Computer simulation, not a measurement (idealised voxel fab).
process module | voxel wiring stack
cross-section cut | 150 nm wide | cells 5 nm
A cross-section is a grid of square cells, given in bands from the top down. A band is one or more rows of cells.
Each band's line starts with the height of the band's top and of its bottom, in nm. Then come its materials from left to right, each with its width in nm. One material with "throughout" fills the band from edge to edge. "air" is empty space.
Height 0 is the level under which the wafer as received is all one material. The lowest band goes on downwards, as in "0 down".
A width such as "30 to 40" changes by the same amount from each row of cells to the next, from the band's top row to its bottom row.
"no change" after a step means that no cell of the cross-section changed.
closed voids: empty space of 8 cells or more with no open way to the top, each as width x height at its distance from the left edge, in nm
after a step's settings: what the simulator itself notes on the step
overlay nm, on a step with a mask: how far to the right of its planned place the mask lay; to the left if negative
plan
1 op RECEIVE | material Si
2 op CONFORMAL_DEP | material SiO2 | thk nm 10
3 op DIRECTIONAL_DEP | material TiN | thk nm 5
4 op DIRECTIONAL_DEP | material W | thk nm 20
5 op MASKED_ETCH | tone cover | mask id METAL_1 | width nm 20 | pitch nm 35 | etch materials W | depth nm 20 | overlay nm 0
6 op MASKED_ETCH | tone cover | mask id METAL_1 | width nm 20 | pitch nm 35 | etch materials TiN | depth nm 5 | overlay nm 0
7 op FILL_DEP | material lowk | thk nm 10
8 op CMP | height nm 35
9 op CONFORMAL_DEP | material SiCN | thk nm 5
10 op DIRECTIONAL_DEP | material SiO2 | thk nm 20
11 op MASKED_ETCH | tone open | mask id PLUG_1 | width nm 15 | etch materials SiO2 | depth nm 20 | overlay nm 0
12 op MASKED_ETCH | tone open | mask id PLUG_1 | width nm 15 | etch materials SiCN | depth nm 5 | overlay nm 0
13 op CONFORMAL_DEP | material TiN | thk nm 5
14 op FILL_DEP | material Ru | thk nm 5
15 op CMP | height nm 60
16 op CONFORMAL_DEP | material SiCN | thk nm 5
17 op DIRECTIONAL_DEP | material lowk | thk nm 25
18 op DIRECTIONAL_DEP | material aC | thk nm 10
19 op PATTERN | tone open | mask id METAL_2 | material resist | width nm 20 | pitch nm 35 | thk nm 25 | overlay nm 0
20 op DIRECTIONAL_ETCH | etch materials aC | depth nm 10
21 op STRIP | etch materials resist
22 op DIRECTIONAL_ETCH | etch materials lowk | depth nm 25
23 op DIRECTIONAL_ETCH | etch materials SiCN | depth nm 5
24 op STRIP | etch materials aC
25 op CONFORMAL_DEP | material TiN | thk nm 5
26 op FILL_DEP | material Ru | thk nm 5
27 op CMP | height nm 90
28 op EPI | material Ru | thk nm 5
29 op FILL_DEP | material SiCN | thk nm 5
first wafer, as planned
as received, after step 1
  0 down: Si throughout
  closed voids: none
after step 2
  10 to 0: SiO2 throughout
  below 0: unchanged
after step 3
  15 to 10: TiN throughout
  below 10: unchanged
after step 4
  35 to 15: W throughout
  below 15: unchanged
after step 5
  35 to 15: air 45 | W 20 | air 15 | W 20 | air 50
  below 15: unchanged
after step 6
  35 to 15: air 45 | W 20 | air 15 | W 20 | air 50
  15 to 10: air 45 | TiN 20 | air 15 | TiN 20 | air 50
  below 10: unchanged
after step 7
  45 to 35: lowk throughout
  35 to 15: lowk 45 | W 20 | lowk 15 | W 20 | lowk 50
  15 to 10: lowk 45 | TiN 20 | lowk 15 | TiN 20 | lowk 50
  below 10: unchanged
after step 8
  35 to 15: lowk 45 | W 20 | lowk 15 | W 20 | lowk 50
  below 15: unchanged
after step 9
  40 to 35: SiCN throughout
  below 35: unchanged
after step 10
  60 to 40: SiO2 throughout
  below 40: unchanged
after step 11
  60 to 40: SiO2 45 | air 15 | SiO2 90
  below 40: unchanged
after step 12
  60 to 40: SiO2 45 | air 15 | SiO2 90
  40 to 35: SiCN 45 | air 15 | SiCN 90
  below 35: unchanged
after step 13
  65 to 60: TiN 50 | air 5 | TiN 95
  60 to 40: SiO2 45 | TiN 5 | air 5 | TiN 5 | SiO2 90
  40 to 35: SiCN 45 | TiN 15 | SiCN 90
  below 35: unchanged
after step 14
  70 to 65: Ru throughout
  65 to 60: TiN 50 | Ru 5 | TiN 95
  60 to 40: SiO2 45 | TiN 5 | Ru 5 | TiN 5 | SiO2 90
  below 40: unchanged
after step 15
  60 to 40: SiO2 45 | TiN 5 | Ru 5 | TiN 5 | SiO2 90
  below 40: unchanged
after step 16
  65 to 60: SiCN throughout
  below 60: unchanged
after step 17
  90 to 65: lowk throughout
  below 65: unchanged
after step 18
  100 to 90: aC throughout
  below 90: unchanged
after step 19
  125 to 100: resist 45 | air 20 | resist 15 | air 20 | resist 50
  below 100: unchanged
after step 20
  115 to 100: resist 45 | air 20 | resist 15 | air 20 | resist 50
  100 to 90: aC 45 | air 20 | aC 15 | air 20 | aC 50
  below 90: unchanged
after step 21
  100 to 90: aC 45 | air 20 | aC 15 | air 20 | aC 50
  below 90: unchanged
after step 22
  100 to 90: aC 45 | air 20 | aC 15 | air 20 | aC 50
  90 to 65: lowk 45 | air 20 | lowk 15 | air 20 | lowk 50
  below 65: unchanged
after step 23
  100 to 90: aC 45 | air 20 | aC 15 | air 20 | aC 50
  90 to 65: lowk 45 | air 20 | lowk 15 | air 20 | lowk 50
  65 to 60: SiCN 45 | air 20 | SiCN 15 | air 20 | SiCN 50
  below 60: unchanged
after step 24
  90 to 65: lowk 45 | air 20 | lowk 15 | air 20 | lowk 50
  below 65: unchanged
after step 25
  95 to 90: TiN 50 | air 10 | TiN 25 | air 10 | TiN 55
  90 to 65: lowk 45 | TiN 5 | air 10 | TiN 5 | lowk 15 | TiN 5 | air 10 | TiN 5 | lowk 50
  65 to 60: SiCN 45 | TiN 20 | SiCN 15 | TiN 20 | SiCN 50
  below 60: unchanged
after step 26
  100 to 95: Ru throughout
  95 to 90: TiN 50 | Ru 10 | TiN 25 | Ru 10 | TiN 55
  90 to 65: lowk 45 | TiN 5 | Ru 10 | TiN 5 | lowk 15 | TiN 5 | Ru 10 | TiN 5 | lowk 50
  below 65: unchanged
after step 27
  90 to 65: lowk 45 | TiN 5 | Ru 10 | TiN 5 | lowk 15 | TiN 5 | Ru 10 | TiN 5 | lowk 50
  below 65: unchanged
after step 28
  95 to 90: air 40 | Ru 30 | air 5 | Ru 30 | air 45
  below 90: unchanged
after step 29
  100 to 95: SiCN throughout
  95 to 90: SiCN 40 | Ru 30 | SiCN 5 | Ru 30 | SiCN 45
  below 90: unchanged
second wafer: like start, like plan, one mistake. Through step 19 it matches the first wafer
when step 20 should have ended
  105 to 100: resist 45 | air 20 | resist 15 | air 20 | resist 50
  100 to 90: aC 45 | air 20 | aC 15 | air 20 | aC 50
  below 90: unchanged
when step 21 should have ended
  100 to 90: aC 45 | air 20 | aC 15 | air 20 | aC 50
  below 90: unchanged
when step 22 should have ended
  100 to 90: aC 45 | air 20 | aC 15 | air 20 | aC 50
  90 to 65: lowk 45 | air 20 | lowk 15 | air 20 | lowk 50
  below 65: unchanged
when step 23 should have ended
  100 to 90: aC 45 | air 20 | aC 15 | air 20 | aC 50
  90 to 65: lowk 45 | air 20 | lowk 15 | air 20 | lowk 50
  65 to 60: SiCN 45 | air 20 | SiCN 15 | air 20 | SiCN 50
  below 60: unchanged
when step 24 should have ended
  90 to 65: lowk 45 | air 20 | lowk 15 | air 20 | lowk 50
  below 65: unchanged
when step 25 should have ended
  95 to 90: TiN 50 | air 10 | TiN 25 | air 10 | TiN 55
  90 to 65: lowk 45 | TiN 5 | air 10 | TiN 5 | lowk 15 | TiN 5 | air 10 | TiN 5 | lowk 50
  65 to 60: SiCN 45 | TiN 20 | SiCN 15 | TiN 20 | SiCN 50
  below 60: unchanged
when step 26 should have ended
  100 to 95: Ru throughout
  95 to 90: TiN 50 | Ru 10 | TiN 25 | Ru 10 | TiN 55
  90 to 65: lowk 45 | TiN 5 | Ru 10 | TiN 5 | lowk 15 | TiN 5 | Ru 10 | TiN 5 | lowk 50
  below 65: unchanged
when step 27 should have ended
  90 to 65: lowk 45 | TiN 5 | Ru 10 | TiN 5 | lowk 15 | TiN 5 | Ru 10 | TiN 5 | lowk 50
  below 65: unchanged
when step 28 should have ended
  95 to 90: air 40 | Ru 30 | air 5 | Ru 30 | air 45
  below 90: unchanged
when step 29 should have ended
  100 to 95: SiCN throughout
  95 to 90: SiCN 40 | Ru 30 | SiCN 5 | Ru 30 | SiCN 45
  below 90: unchanged
what went wrong: step 20 was run twice
at the end the two cross-sections are the same: no effect in what this model computes
